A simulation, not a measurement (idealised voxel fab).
process module | voxel lift off
cross-section cut | 215 nm wide | cells 5 nm
A cross-section is a grid of square cells, given in bands from the top down. A band is one or more rows of cells.
Each band's line starts with the height of the band's top and of its bottom, in nm. Then come its materials from left to right, each with its width in nm. One material with "throughout" fills the band from edge to edge. "air" is empty space.
Height 0 is the level under which the wafer as received is all one material. The lowest band goes on downwards, as in "0 down".
A width such as "30 to 40" changes by the same amount from each row of cells to the next, from the band's top row to its bottom row.
"no change" after a step means that no cell of the cross-section changed.
closed voids: empty space of 8 cells or more with no open way to the top, each as width x height at its distance from the left edge, in nm
after a step's settings: what the simulator itself notes on the step
overlay nm, on a step with a mask: how far to the right of its planned place the mask lay; to the left if negative
plan
1 op RECEIVE | material Si
2 op CONFORMAL_DEP | material Al2O3 | thk nm 5
3 op PATTERN | tone open | mask id LINES | material resist | width nm 15 | pitch nm 45 | thk nm 20 | overlay nm -15
4 op DIRECTIONAL_DEP | material Ru | thk nm 10
5 op STRIP | etch materials resist
6 op CONFORMAL_DEP | material SiCN | thk nm 10
varied across the wafers: overlay nm of step 3. The plan shows the first wafer's value. All wafers start alike
first wafer as received, after step 1
  0 down: Si throughout
  closed voids: none
each wafer at the end: cells of each material gained (+) or lost (-) since it was received, then its closed voids
overlay nm -15 | +43 Al2O3 | +18 Ru | +110 SiCN | closed voids: none
overlay nm -10 | +43 Al2O3 | +18 Ru | +110 SiCN | closed voids: none
overlay nm -5 | +43 Al2O3 | +18 Ru | +110 SiCN | closed voids: none
overlay nm 0 | +43 Al2O3 | +18 Ru | +110 SiCN | closed voids: none
overlay nm 5 | +43 Al2O3 | +18 Ru | +110 SiCN | closed voids: none
overlay nm 10 | +43 Al2O3 | +18 Ru | +110 SiCN | closed voids: none
overlay nm 15 | +43 Al2O3 | +18 Ru | +110 SiCN | closed voids: none
